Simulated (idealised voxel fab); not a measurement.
The following process module bears the name voxel tone inversion.
170 nm wide, 5 nm square cells: that's cross-section cut.
In what follows, cross-sections appear as grids of square cells, described through bands that run from the top down, where every band is one or more rows of cells. Basically the band line says how high the top is and how high the bottom is, in nm, and then what's in it from left to right, every material with its width in nm. Empty space shows up as "blank", and if a single material carries "everywhere" it runs the full band edge to edge. All heights in this document are referenced to 0, defined as the level beneath which the wafer, as received, consists entirely of one material. The lowest band is not bounded below; it extends indefinitely downward and is written in the form "z 0 and below". Per-row width for "30->40": begins at first number (top row of band), ends at second number (bottom row), increment between rows held constant. "nothing changed" for a step: no cell of the cross-section changed in that step. If an empty space has no open way to the top and is at least 8 cells in size, "Closed voids list" lists it, written width x height at distance, where distance is measured from the left edge and every value is in nm. Formally, on a step line, whatever follows the settings is a remark that the simulator itself makes on the step. Each step line may optionally specify "overlay nm", which for a step with a mask gives the rightward distance between the mask's planned place and where it lay, a negative value indicating the leftward direction.
Here's what the planned process steps look like
| 1 | RECEIVE (material Si) |
| 2 | CONFORMAL_DEP (material SiN; thk nm 10) |
| 3 | DIRECTIONAL_DEP (material polySi; thk nm 20) |
| 4 | PATTERN (tone cover; mask id POSTS; material resist; width nm 15; pitch nm 45; thk nm 25; overlay nm 0) |
| 5 | DIRECTIONAL_ETCH (etch materials polySi; depth nm 20) |
| 6 | STRIP (etch materials resist) |
| 7 | FILL_DEP (material lowk; thk nm 10) |
| 8 | CMP (height nm 30) |
| 9 | STRIP (etch materials polySi) |
| 10 | CONFORMAL_DEP (material TiN; thk nm 5) |
| 11 | FILL_DEP (material Cu; thk nm 10) |
| 12 | CMP (height nm 30) |
| 13 | CONFORMAL_DEP (material SiCN; thk nm 5) |
The cross-section here shows the wafer as received, i.e. in its state after step 1
- z 0 and below | Si everywhere
- Closed voids list: none
Module complete - cross-section of the first of two wafers, run according to plan
- z 35 to 30 | SiCN everywhere
- z 30 to 15 | lowk 30 nm, then TiN 5 nm, then Cu 5 nm, then TiN 5 nm, then lowk 30 nm, then TiN 5 nm, then Cu 5 nm, then TiN 5 nm, then lowk 30 nm, then TiN 5 nm, then Cu 5 nm, then TiN 5 nm, then lowk 35 nm
- z 15 to 10 | lowk 30 nm, then TiN 15 nm, then lowk 30 nm, then TiN 15 nm, then lowk 30 nm, then TiN 15 nm, then lowk 35 nm
- z 10 to 0 | SiN everywhere
- z 0 and below | Si everywhere
- Closed voids list: none
The second wafer, shown in cross-section after the module: started the same way as the first and given the same plan, yet one mistake crept into how it was run
- z 35 to 30 | SiCN everywhere
- z 30 to 20 | SiN everywhere
- z 20 to 0 | polySi everywhere
- z 0 and below | Si everywhere
- Closed voids list: none
Finding, execution versus plan: note: step 2 <-> step 3, run order reversed vs plan
FYI, end of process, the second wafer has more or fewer cells of some materials than the first: -9 Cu; -27 TiN; -100 lowk; +136 polySi
